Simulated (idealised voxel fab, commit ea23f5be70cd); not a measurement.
process module | voxel transistor to metal
180 nm wide, 5 nm square cells: that's cross-section cut.
A cross-section is written here as square cells arranged in a grid, and it is given in bands from the top down, each band taking up one or more rows of cells. In this notation a band is specified by the heights of its top and bottom, in that order and in nm, after which its materials appear from left to right, each paired with its width in nm. The word "everywhere" attached to a single material means that material fills the band from edge to edge; the word "air" stands for empty space. Measure heights from 0. That's the level where, below it, the as-received wafer is all one material. The lowest band is bottomless and extends downward; write it as in "0 nm and below". Width spec "30->40" -> top row of cells at first value, bottom row at second value, equal per-row change in between. "nothing altered" (step): cross-section cells unchanged, all of them. In the "Enclosed empty spaces" entry, you get each enclosed empty space of 8 cells or more, one with no open way to the top, written width x height at distance, distance from the left edge, in nm. That trailing text on a step's line, after the settings, is the simulator's own remark on the step. The line of a step may include "overlay nm". On a step with a mask, this value is how far to the right of its planned place the mask lay. A negative value means the mask lay to the left.
Process steps foreseen in the plan:
1,RECEIVE with material Si
2,CONFORMAL_DEP with material SiO2, thk nm 5
3,CONFORMAL_DEP with material SiN, thk nm 15
4,MASKED_ETCH with tone cover, mask id ACTIVE, width nm 115, etch materials SiN, depth nm 15, overlay nm 0
5,MASKED_ETCH with tone cover, mask id ACTIVE, width nm 115, etch materials SiO2, depth nm 5, overlay nm 0
6,MASKED_ETCH with tone cover, mask id ACTIVE, width nm 115, etch materials Si, depth nm 25, overlay nm 0
7,OXIDIZE with depth nm 5
8,FILL_DEP with material SiO2, thk nm 10
9,CMP with height nm 20
10,SELECTIVE_ETCH with etch materials SiO2, depth nm 15
11,STRIP with etch materials SiN
12,SELECTIVE_ETCH with etch materials SiO2, depth nm 5
13,OXIDIZE with depth nm 5
14,DIRECTIONAL_DEP with material polySi, thk nm 30
15,DIRECTIONAL_DEP with material SiCN, thk nm 15
16,PATTERN with tone cover, mask id GATE, material resist, width nm 25, thk nm 15, overlay nm 0
17,DIRECTIONAL_ETCH with etch materials SiCN, depth nm 25
18,DIRECTIONAL_ETCH with etch materials polySi, depth nm 40
19,STRIP with etch materials resist
20,CONFORMAL_DEP with material SiN, thk nm 10
21,DIRECTIONAL_ETCH with etch materials SiN, depth nm 10
22,DIRECTIONAL_ETCH with etch materials SiO2, depth nm 5
23,DIRECTIONAL_ETCH with etch materials Si, depth nm 10
24,EPI with material pSi, thk nm 15
25,FILL_DEP with material SiO2, thk nm 10
26,CMP with height nm 45
27,DIRECTIONAL_DEP with material SiO2, thk nm 15
28,DIRECTIONAL_DEP with material aC, thk nm 15
29,PATTERN with tone open, mask id CONTACT, material resist, width nm 15, pitch nm 80, thk nm 30, overlay nm 0
30,DIRECTIONAL_ETCH with etch materials aC, depth nm 15
31,STRIP with etch materials resist
32,DIRECTIONAL_ETCH with etch materials SiO2, depth nm 60
33,STRIP with etch materials aC
34,CONFORMAL_DEP with material TiN, thk nm 5
35,FILL_DEP with material Ru, thk nm 5
36,CMP with height nm 60
37,CONFORMAL_DEP with material SiN, thk nm 5
38,DIRECTIONAL_DEP with material SiO2, thk nm 15
39,DIRECTIONAL_DEP with material aC, thk nm 10
40,PATTERN with tone open, mask id METAL_1, material resist, width nm 15, pitch nm 80, thk nm 30, overlay nm 0
41,DIRECTIONAL_ETCH with etch materials aC, depth nm 10
42,STRIP with etch materials resist
43,DIRECTIONAL_ETCH with etch materials SiO2, depth nm 15
44,DIRECTIONAL_ETCH with etch materials SiN, depth nm 5
45,STRIP with etch materials aC
46,CONFORMAL_DEP with material TiN, thk nm 5
47,FILL_DEP with material Ru, thk nm 5
48,CMP with height nm 80
49,CONFORMAL_DEP with material SiCN, thk nm 5
50,DIRECTIONAL_DEP with material SiO2, thk nm 30
51,DIRECTIONAL_DEP with material aC, thk nm 10
52,PATTERN with tone open, mask id METAL_2, material resist, width nm 15, pitch nm 80, thk nm 25, overlay nm 0
53,DIRECTIONAL_ETCH with etch materials aC, depth nm 10
54,STRIP with etch materials resist
55,DIRECTIONAL_ETCH with etch materials SiO2, depth nm 20
56,STRIP with etch materials aC
57,MASKED_ETCH with tone open, mask id METAL_2_HOLES, width nm 15, pitch nm 80, etch materials SiO2, depth nm 10, overlay nm 0
58,MASKED_ETCH with tone open, mask id METAL_2_HOLES, width nm 15, pitch nm 80, etch materials SiCN, depth nm 5, overlay nm 0
59,CONFORMAL_DEP with material TiN, thk nm 5
60,FILL_DEP with material Cu, thk nm 10
61,CMP with height nm 115
62,CONFORMAL_DEP with material SiN, thk nm 5
Incoming wafer in cross-section (state: after step 1):
0 nm and below = Si everywhere
Enclosed empty spaces: none
Wafer cross-section at end of module: start and plan as shown above, one execution error:
120 nm to 115 nm = SiN everywhere
115 nm to 85 nm = SiO2=40; TiN=5; Cu=5; TiN=5; SiO2=65; TiN=5; Cu=5; TiN=5; SiO2=45
85 nm to 80 nm = SiCN=40; TiN=15; SiCN=65; TiN=15; SiCN=45
80 nm to 65 nm = SiO2=40; TiN=5; Ru=5; TiN=5; SiO2=65; TiN=5; Ru=5; TiN=5; SiO2=45
65 nm to 60 nm = SiN=40; TiN=15; SiN=65; TiN=15; SiN=45
60 nm to 45 nm = SiO2=40; TiN=5; Ru=5; TiN=5; SiO2=65; TiN=5; Ru=5; TiN=5; SiO2=45
45 nm to 40 nm = SiO2=40; TiN=5; Ru=5; TiN=5; SiO2=10; SiN=10; SiCN=25; SiN=10; SiO2=10; TiN=5; Ru=5; TiN=5; SiO2=45
40 nm to 35 nm = SiO2=40; TiN=15; SiO2=10; SiN=10; SiCN=25; SiN=10; SiO2=10; TiN=15; SiO2=45
35 nm to 30 nm = SiCN everywhere
30 nm to 0 nm = polySi everywhere
0 nm to -5 nm = SiO2 everywhere
-5 nm to -30 nm = SiO2=35; Si=105; SiO2=40
-30 nm and below = Si everywhere
Enclosed empty spaces: none
So what did we get wrong on this run? step 15 of the plan saw execution twice
